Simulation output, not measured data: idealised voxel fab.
Herein follows the process module entitled voxel air gaps.
We display cut, a cross-section 155 nm in width whose square cells are each 5 nm.
Cross-sections here: square-cell grids, written as top-down lists of bands, a band being one or more rows of cells. Heights first: top, then bottom, in nm. Then materials, left to right, each with a width in nm. "full width" on a single material: fills the band edge to edge. "blank": empty space. All heights in this document are referenced to 0, defined as the level beneath which the wafer, as received, consists entirely of one material. The lowest band is not bounded below; it extends indefinitely downward and is written in the form "z 0 and below". Top row gets the first number, bottom row gets the second, and each row in between changes by the same step: that is how a band width like "30->40" works. "no change occurred" means the step left every cell of the cross-section as it was. In the "Sealed void inventory" entry, you get each enclosed empty space of 8 cells or more, one with no open way to the top, written width x height at distance, distance from the left edge, in nm. Note: text after step settings on the step line = simulator remark on that step. For masked steps, "overlay nm" on the step line gives how far right of plan the mask actually lay; a minus sign means it lay to the left.
PLAN
1: RECEIVE with material Si
2: CONFORMAL_DEP with material SiO2, thk nm 15
3: CONFORMAL_DEP with material SiN, thk nm 5
4: DIRECTIONAL_DEP with material lowk, thk nm 35
5: DIRECTIONAL_DEP with material aC, thk nm 5
6: PATTERN with tone open, mask id LINES, material resist, width nm 15, pitch nm 40, thk nm 30, overlay nm 0
7: DIRECTIONAL_ETCH with etch materials aC, depth nm 10
8: STRIP with etch materials resist
9: DIRECTIONAL_ETCH with etch materials lowk, depth nm 35
10: STRIP with etch materials aC
11: CONFORMAL_DEP with material TiN, thk nm 5
12: FILL_DEP with material Ru, thk nm 5
13: CMP with height nm 55
14: EPI with material Ru, thk nm 10
15: SELECTIVE_ETCH with etch materials lowk, depth nm 45
16: CONFORMAL_DEP with material SiN, thk nm 5
Don't read the plan's thk nm for step 5 as applying to every wafer: that's the first wafer's value, and the wafers differ in it, though they all start identical.
AS-RECEIVED STATE AFTER STEP 1, FIRST OF SEVERAL WAFERS, CROSS-SECTION
    z 0 and below = Si full width
    Sealed void inventory: none
CROSS-SECTION AFTER STEP 16, THE FINAL STEP OF THE MODULE, FOR THE FIRST OF SEVERAL WAFERS
    z 70 to 65 = 15 blank | 125 SiN | 15 blank
    z 65 to 55 = 15 blank | 5 SiN | 35 Ru | 5 SiN | 35 Ru | 5 SiN | 35 Ru | 5 SiN | 15 blank
    z 55 to 50 = 15 blank | 15 SiN | 5 TiN | 5 Ru | 5 TiN | 25 SiN | 5 TiN | 5 Ru | 5 TiN | 25 SiN | 5 TiN | 5 Ru | 5 TiN | 15 SiN | 15 blank
    z 50 to 25 = 25 blank | 5 SiN | 5 TiN | 5 Ru | 5 TiN | 5 SiN | 15 blank | 5 SiN | 5 TiN | 5 Ru | 5 TiN | 5 SiN | 15 blank | 5 SiN | 5 TiN | 5 Ru | 5 TiN | 5 SiN | 25 blank
    z 25 to 20 = 30 SiN | 15 TiN | 25 SiN | 15 TiN | 25 SiN | 15 TiN | 30 SiN
    z 20 to 15 = SiN full width
    z 15 to 0 = SiO2 full width
    z 0 and below = Si full width
    Sealed void inventory: 15 x 25 at 50; 15 x 25 at 90
THE LAST WAFER AS SEEN IN CROSS-SECTION AT THE END OF THE MODULE
    z 25 to 15 = SiN full width
    z 15 to 0 = SiO2 full width
    z 0 and below = Si full width
    Sealed void inventory: none
END OF MODULE, BY WAFER: MATERIAL-BY-MATERIAL CELL GAIN (+) OR LOSS (-) SINCE RECEIPT, THEN CLOSED VOIDS
thk nm 5; +60 Ru; +132 SiN; +93 SiO2; +45 TiN; Sealed void inventory: 15 x 25 at 50; 15 x 25 at 90
thk nm 10; +60 Ru; +132 SiN; +93 SiO2; +45 TiN; Sealed void inventory: 15 x 25 at 50; 15 x 25 at 90
thk nm 15; +62 SiN; +93 SiO2; Sealed void inventory: none
thk nm 20; +62 SiN; +93 SiO2; Sealed void inventory: none
thk nm 25; +62 SiN; +93 SiO2; Sealed void inventory: none
